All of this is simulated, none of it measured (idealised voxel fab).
The following is a process module called voxel self aligned contacts.
cross-section cut | 270 nm wide | cells 5 nm
If you're reading a cross-section in this doc, picture square cells in a grid; it comes to you as bands, top ones listed first down to the bottom, and a band can be one or more rows of cells. Top height, bottom height, nm. Materials left to right, width each, nm. Single material + "throughout" = fills band edge to edge. "empty" = empty. Heights are expressed relative to 0, this being the level below which the as-received wafer comprises one material exclusively. The lowest band is unbounded in the downward direction and is denoted as in "top 0, no bottom". It should be noted that a width expressed as "30 to 40" varies in equal increments from row to row of cells within the band, taking the value of the first number at the top row and that of the second number at the bottom row. "left unchanged" (step): cross-section cells unchanged, all of them. Empty spaces without an open route to the top, at least 8 cells in extent, make up the entry "Completely sealed voids"; each is given as width x height at distance, where the distance is measured from the left edge, and all are in nm. That trailing text on a step's line, after the settings, is the simulator's own remark on the step. overlay nm: on a step with a mask, how far right of its planned place the mask lay; negative means left.

Below is the list of planned process steps:
step 1: RECEIVE [material Si]
step 2: OXIDIZE [depth nm 5]
step 3: DIRECTIONAL_DEP [material polySi] [thk nm 20]
step 4: DIRECTIONAL_DEP [material SiN] [thk nm 25]
step 5: PATTERN [tone cover] [mask id GATE] [material resist] [width nm 35] [pitch nm 75] [thk nm 15] [overlay nm 0]
step 6: DIRECTIONAL_ETCH [etch materials SiN] [depth nm 25]
step 7: DIRECTIONAL_ETCH [etch materials polySi] [depth nm 20]
step 8: STRIP [etch materials resist]
step 9: CONFORMAL_DEP [material SiN] [thk nm 10]
step 10: DIRECTIONAL_ETCH [etch materials SiN] [depth nm 10]
step 11: FILL_DEP [material SiO2] [thk nm 20]
step 12: CMP [height nm 55]
step 13: MASKED_ETCH [tone open] [mask id CONTACT] [width nm 50] [etch materials SiO2] [depth nm 60] [overlay nm 0]
step 14: CONFORMAL_DEP [material TiN] [thk nm 5]
step 15: FILL_DEP [material Ru] [thk nm 5]
step 16: CMP [height nm 55]
step 17: CONFORMAL_DEP [material SiCN] [thk nm 5]

Of two wafers, the first: run according to plan:

Incoming wafer in cross-section (state: after step 1):
> top 0, no bottom = Si throughout
> Completely sealed voids: none

State of the wafer after step 2, shown in cross-section:
> top 0, bottom -5 = SiO2 throughout
> For the remainder of the cross-section, below -5, there is no change.

State of the wafer after step 3, shown in cross-section:
> top 20, bottom 0 = polySi throughout
> For the remainder of the cross-section, below 0, there is no change.

State of the wafer after step 4, shown in cross-section:
> top 45, bottom 20 = SiN throughout
> For the remainder of the cross-section, below 20, there is no change.

State of the wafer after step 5, shown in cross-section:
> top 60, bottom 45 = empty (80), resist (35), empty (40), resist (35), empty (80)
> For the remainder of the cross-section, below 45, there is no change.

State of the wafer after step 6, shown in cross-section:
> top 60, bottom 45 = empty (80), resist (35), empty (40), resist (35), empty (80)
> top 45, bottom 20 = empty (80), SiN (35), empty (40), SiN (35), empty (80)
> For the remainder of the cross-section, below 20, there is no change.

State of the wafer after step 7, shown in cross-section:
> top 60, bottom 45 = empty (80), resist (35), empty (40), resist (35), empty (80)
> top 45, bottom 20 = empty (80), SiN (35), empty (40), SiN (35), empty (80)
> top 20, bottom 0 = empty (80), polySi (35), empty (40), polySi (35), empty (80)
> For the remainder of the cross-section, below 0, there is no change.

State of the wafer after step 8, shown in cross-section:
> top 45, bottom 20 = empty (80), SiN (35), empty (40), SiN (35), empty (80)
> For the remainder of the cross-section, below 20, there is no change.

State of the wafer after step 9, shown in cross-section:
> top 55, bottom 20 = empty (70), SiN (55), empty (20), SiN (55), empty (70)
> top 20, bottom 10 = empty (70), SiN (10), polySi (35), SiN (10), empty (20), SiN (10), polySi (35), SiN (10), empty (70)
> top 10, bottom 0 = SiN (80), polySi (35), SiN (40), polySi (35), SiN (80)
> For the remainder of the cross-section, below 0, there is no change.

State of the wafer after step 10, shown in cross-section:
> top 45, bottom 20 = empty (70), SiN (55), empty (20), SiN (55), empty (70)
> top 20, bottom 0 = empty (70), SiN (10), polySi (35), SiN (10), empty (20), SiN (10), polySi (35), SiN (10), empty (70)
> For the remainder of the cross-section, below 0, there is no change.

State of the wafer after step 11, shown in cross-section:
> top 65, bottom 45 = SiO2 throughout
> top 45, bottom 20 = SiO2 (70), SiN (55), SiO2 (20), SiN (55), SiO2 (70)
> top 20, bottom 0 = SiO2 (70), SiN (10), polySi (35), SiN (10), SiO2 (20), SiN (10), polySi (35), SiN (10), SiO2 (70)
> For the remainder of the cross-section, below 0, there is no change.

State of the wafer after step 12, shown in cross-section:
> top 55, bottom 45 = SiO2 throughout
> For the remainder of the cross-section, below 45, there is no change.

State of the wafer after step 13, shown in cross-section:
> top 55, bottom 45 = SiO2 (110), empty (50), SiO2 (110)
> top 45, bottom 20 = SiO2 (70), SiN (55), empty (20), SiN (55), SiO2 (70)
> top 20, bottom 0 = SiO2 (70), SiN (10), polySi (35), SiN (10), empty (20), SiN (10), polySi (35), SiN (10), SiO2 (70)
> top 0, bottom -5 = SiO2 (125), empty (20), SiO2 (125)
> For the remainder of the cross-section, below -5, there is no change.

State of the wafer after step 14, shown in cross-section:
> top 60, bottom 55 = TiN (115), empty (40), TiN (115)
> top 55, bottom 45 = SiO2 (110), TiN (5 to 20), empty (40 to 10), TiN (5 to 20), SiO2 (110)
> top 45, bottom 20 = SiO2 (70), SiN (55), TiN (5), empty (10), TiN (5), SiN (55), SiO2 (70)
> top 20, bottom 0 = SiO2 (70), SiN (10), polySi (35), SiN (10), TiN (5), empty (10), TiN (5), SiN (10), polySi (35), SiN (10), SiO2 (70)
> top 0, bottom -5 = SiO2 (125), TiN (20), SiO2 (125)
> For the remainder of the cross-section, below -5, there is no change.

State of the wafer after step 15, shown in cross-section:
> top 65, bottom 60 = Ru throughout
> top 60, bottom 55 = TiN (115), Ru (40), TiN (115)
> top 55, bottom 45 = SiO2 (110), TiN (5 to 20), Ru (40 to 10), TiN (5 to 20), SiO2 (110)
> top 45, bottom 20 = SiO2 (70), SiN (55), TiN (5), Ru (10), TiN (5), SiN (55), SiO2 (70)
> top 20, bottom 0 = SiO2 (70), SiN (10), polySi (35), SiN (10), TiN (5), Ru (10), TiN (5), SiN (10), polySi (35), SiN (10), SiO2 (70)
> For the remainder of the cross-section, below 0, there is no change.

State of the wafer after step 16, shown in cross-section:
> top 55, bottom 45 = SiO2 (110), TiN (5 to 20), Ru (40 to 10), TiN (5 to 20), SiO2 (110)
> For the remainder of the cross-section, below 45, there is no change.

State of the wafer after step 17, shown in cross-section:
> top 60, bottom 55 = SiCN throughout
> For the remainder of the cross-section, below 55, there is no change.

For the second wafer, take the first wafer's start and plan, then add one mistake made in running it; everything through step 4, that step included, is shared with the first:

Cross-section, second wafer, at the end time the plan gives for step 5:
> top 60, bottom 45 = empty (85), resist (30), empty (45), resist (30), empty (80)
> For the remainder of the cross-section, below 45, there is no change.

Cross-section, second wafer, at the end time the plan gives for step 6:
> top 60, bottom 45 = empty (85), resist (30), empty (45), resist (30), empty (80)
> top 45, bottom 20 = empty (85), SiN (30), empty (45), SiN (30), empty (80)
> For the remainder of the cross-section, below 20, there is no change.

Cross-section, second wafer, at the end time the plan gives for step 7:
> top 60, bottom 45 = empty (85), resist (30), empty (45), resist (30), empty (80)
> top 45, bottom 20 = empty (85), SiN (30), empty (45), SiN (30), empty (80)
> top 20, bottom 0 = empty (85), polySi (30), empty (45), polySi (30), empty (80)
> For the remainder of the cross-section, below 0, there is no change.

Cross-section, second wafer, at the end time the plan gives for step 8:
> top 45, bottom 20 = empty (85), SiN (30), empty (45), SiN (30), empty (80)
> For the remainder of the cross-section, below 20, there is no change.

Cross-section, second wafer, at the end time the plan gives for step 9:
> top 55, bottom 20 = empty (75), SiN (50), empty (25), SiN (50), empty (70)
> top 20, bottom 10 = empty (75), SiN (10), polySi (30), SiN (10), empty (25), SiN (10), polySi (30), SiN (10), empty (70)
> top 10, bottom 0 = SiN (85), polySi (30), SiN (45), polySi (30), SiN (80)
> For the remainder of the cross-section, below 0, there is no change.

Cross-section, second wafer, at the end time the plan gives for step 10:
> top 45, bottom 20 = empty (75), SiN (50), empty (25), SiN (50), empty (70)
> top 20, bottom 0 = empty (75), SiN (10), polySi (30), SiN (10), empty (25), SiN (10), polySi (30), SiN (10), empty (70)
> For the remainder of the cross-section, below 0, there is no change.

Cross-section, second wafer, at the end time the plan gives for step 11:
> top 65, bottom 45 = SiO2 throughout
> top 45, bottom 20 = SiO2 (75), SiN (50), SiO2 (25), SiN (50), SiO2 (70)
> top 20, bottom 0 = SiO2 (75), SiN (10), polySi (30), SiN (10), SiO2 (25), SiN (10), polySi (30), SiN (10), SiO2 (70)
> For the remainder of the cross-section, below 0, there is no change.

Cross-section, second wafer, at the end time the plan gives for step 12:
> top 55, bottom 45 = SiO2 throughout
> For the remainder of the cross-section, below 45, there is no change.

Cross-section, second wafer, at the end time the plan gives for step 13:
> top 55, bottom 45 = SiO2 (110), empty (50), SiO2 (110)
> top 45, bottom 20 = SiO2 (75), SiN (50), empty (25), SiN (50), SiO2 (70)
> top 20, bottom 0 = SiO2 (75), SiN (10), polySi (30), SiN (10), empty (25), SiN (10), polySi (30), SiN (10), SiO2 (70)
> top 0, bottom -5 = SiO2 (125), empty (25), SiO2 (120)
> For the remainder of the cross-section, below -5, there is no change.

Cross-section, second wafer, at the end time the plan gives for step 14:
> top 60, bottom 55 = TiN (115), empty (40), TiN (115)
> top 55, bottom 45 = SiO2 (110), TiN (5 to 20), empty (40 to 15), TiN (5 to 15), SiO2 (110)
> top 45, bottom 20 = SiO2 (75), SiN (50), TiN (5), empty (15), TiN (5), SiN (50), SiO2 (70)
> top 20, bottom 0 = SiO2 (75), SiN (10), polySi (30), SiN (10), TiN (5), empty (15), TiN (5), SiN (10), polySi (30), SiN (10), SiO2 (70)
> top 0, bottom -5 = SiO2 (125), TiN (25), SiO2 (120)
> For the remainder of the cross-section, below -5, there is no change.

Cross-section, second wafer, at the end time the plan gives for step 15:
> top 65, bottom 60 = Ru throughout
> top 60, bottom 55 = TiN (115), Ru (40), TiN (115)
> top 55, bottom 45 = SiO2 (110), TiN (5 to 20), Ru (40 to 15), TiN (5 to 15), SiO2 (110)
> top 45, bottom 20 = SiO2 (75), SiN (50), TiN (5), Ru (15), TiN (5), SiN (50), SiO2 (70)
> top 20, bottom 0 = SiO2 (75), SiN (10), polySi (30), SiN (10), TiN (5), Ru (15), TiN (5), SiN (10), polySi (30), SiN (10), SiO2 (70)
> For the remainder of the cross-section, below 0, there is no change.

Cross-section, second wafer, at the end time the plan gives for step 16:
> top 55, bottom 45 = SiO2 (110), TiN (5 to 20), Ru (40 to 15), TiN (5 to 15), SiO2 (110)
> For the remainder of the cross-section, below 45, there is no change.

Cross-section, second wafer, at the end time the plan gives for step 17:
> top 60, bottom 55 = SiCN throughout
> For the remainder of the cross-section, below 55, there is no change.
Error vs. plan: planned and actual differ for step 5; actual: PATTERN [tone cover] [mask id GATE] [material resist] [width nm 30] [pitch nm 75] [thk nm 15] [overlay nm 0]
Materials where the second wafer ends with more or fewer cells than the first: Ru: 10 more, SiN: 10 fewer, SiO2: 8 more, polySi: 8 fewer
